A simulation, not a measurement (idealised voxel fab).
voxel local oxidation: a process module
Each square cell in cross-section cut measures 5 nm, and the section as a whole is 215 nm wide.
Cross-section spec: square-cell grid; bands listed top down; each band is one or more rows.
Per band: top height and bottom height in nm, followed by the left-to-right materials and their widths in nm; "throughout" marks a single material spanning edge to edge, "blank" marks empty space.
We count height from 0. Below that, the starting wafer is all one material. The lowest band never ends at the bottom but goes on down; see "0 down" for how that is written.
The expression "30..40" gives the width at the extremes of the band, the first number at its top row of cells and the second at its bottom row, with the width changing by equal amounts from each row to the next in between.
Key: "no alteration" - step with no changed cell in the cross-section.
You'll see "Enclosed void catalog" listing empty spaces that have no way open to the top, as long as they're 8 cells or more; the notation is width x height at distance, where the distance is from the left edge, and all of it is in nm.
Heads up: the bit after the settings on a step's line is the simulator's remark on that step.
overlay nm: how far to the right of its planned place the mask lay on this masked step (negative: to the left).
Planned step list for the process:
| 1 | RECEIVE,material Si |
| 2 | CONFORMAL_DEP,material SiO2,thk nm 5 |
| 3 | CONFORMAL_DEP,material SiN,thk nm 10 |
| 4 | MASKED_ETCH,tone cover,mask id ACTIVE,width nm 90,etch materials SiN,depth nm 10,overlay nm 0 |
| 5 | SELECTIVE_ETCH,etch materials SiO2,depth nm 5 |
| 6 | OXIDIZE,depth nm 10 |
| 7 | STRIP,etch materials SiN |
The value of thk nm given for step 2 in the plan refers to the first wafer; the wafers vary in this setting and are alike at the start.
First of several wafers (as received, post step 1), cross-sectional view:
  0 down: Si throughout
  Enclosed void catalog: none
Below: a row per wafer. Contents at end of module: for every material, cells gained since receipt (+) or lost since receipt (-); then closed voids:
thk nm 5 | -62 Si | +78 SiO2 | Enclosed void catalog: none
thk nm 10 | +59 SiO2 | Enclosed void catalog: none
thk nm 15 | +102 SiO2 | Enclosed void catalog: none
thk nm 20 | +145 SiO2 | Enclosed void catalog: none
